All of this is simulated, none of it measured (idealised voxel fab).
voxel self aligned contacts: a process module
Cross-section cut spans 240 nm and uses square cells 5 nm in size.
Format of a cross-section: grid, square cells. Given as bands. Order: top down. Band: one or more rows of cells. Top height, bottom height, nm. Materials left to right, width each, nm. Single material + "throughout" = fills band edge to edge. "empty" = empty. We count height from 0. Below that, the starting wafer is all one material. The lowest band never ends at the bottom but goes on down; see "from 0 down" for how that is written. A width given as "30 to 40" starts at the first number in the band's top row and ends at the second number in its bottom row, shifting by an equal amount at every step from row to row. Step note "no modifications" = no cross-section cell changed. The entry titled "Closed cavities" provides the empty spaces that have no open way to the top, restricted to those of 8 cells or more. Each is presented as width x height at distance, the distance being measured from the left edge, with all three in nm. Where a step's line continues beyond its settings, the continuation is a remark by the simulator itself on that step. overlay nm: mask right of planned place by this much (step with mask). Neg. = left.

-- Listed below are the process steps as planned
1. RECEIVE | material Si
2. OXIDIZE | depth nm 5
3. DIRECTIONAL_DEP | material polySi | thk nm 30
4. DIRECTIONAL_DEP | material SiN | thk nm 15
5. MASKED_ETCH | tone cover | mask id GATE | width nm 30 | pitch nm 60 | etch materials SiN | depth nm 15 | overlay nm 0
6. MASKED_ETCH | tone cover | mask id GATE | width nm 30 | pitch nm 60 | etch materials polySi | depth nm 30 | overlay nm 0
7. CONFORMAL_DEP | material SiN | thk nm 5
8. DIRECTIONAL_ETCH | etch materials SiN | depth nm 5
9. FILL_DEP | material SiO2 | thk nm 20
10. CMP | height nm 55
11. DIRECTIONAL_DEP | material aC | thk nm 15
12. PATTERN | tone open | mask id CONTACT | material resist | width nm 40 | thk nm 30 | overlay nm 0
13. DIRECTIONAL_ETCH | etch materials aC | depth nm 15
14. STRIP | etch materials resist
15. DIRECTIONAL_ETCH | etch materials SiO2 | depth nm 60
16. STRIP | etch materials aC
17. CONFORMAL_DEP | material TiN | thk nm 5
18. FILL_DEP | material Ru | thk nm 5
19. CMP | height nm 55
20. CONFORMAL_DEP | material SiCN | thk nm 5

-- Cross-section of the wafer as it came to us, i.e., already through step 1
    from 0 down | Si throughout
    Closed cavities: none

-- Final cross-section, module run with one mistake (start and plan as above)
    from 60 to 55 | SiCN throughout
    from 55 to 45 | SiO2 100, then TiN 5 to 20, then Ru 30 to 5, then TiN 5 to 15, then SiO2 100
    from 45 to 30 | SiO2 70, then SiN 45, then TiN 5, then Ru 5, then TiN 5, then SiN 45, then SiO2 65
    from 30 to 0 | SiO2 70, then SiN 5, then polySi 35, then SiN 5, then TiN 5, then Ru 5, then TiN 5, then SiN 5, then polySi 35, then SiN 5, then SiO2 65
    from 0 to -5 | SiO2 115, then TiN 15, then SiO2 110
    from -5 down | Si throughout
    Closed cavities: none
Deviation noted in wafer processing: step 5 ran as: MASKED_ETCH | tone cover | mask id GATE | width nm 35 | pitch nm 60 | etch materials SiN | depth nm 15 | overlay nm 0
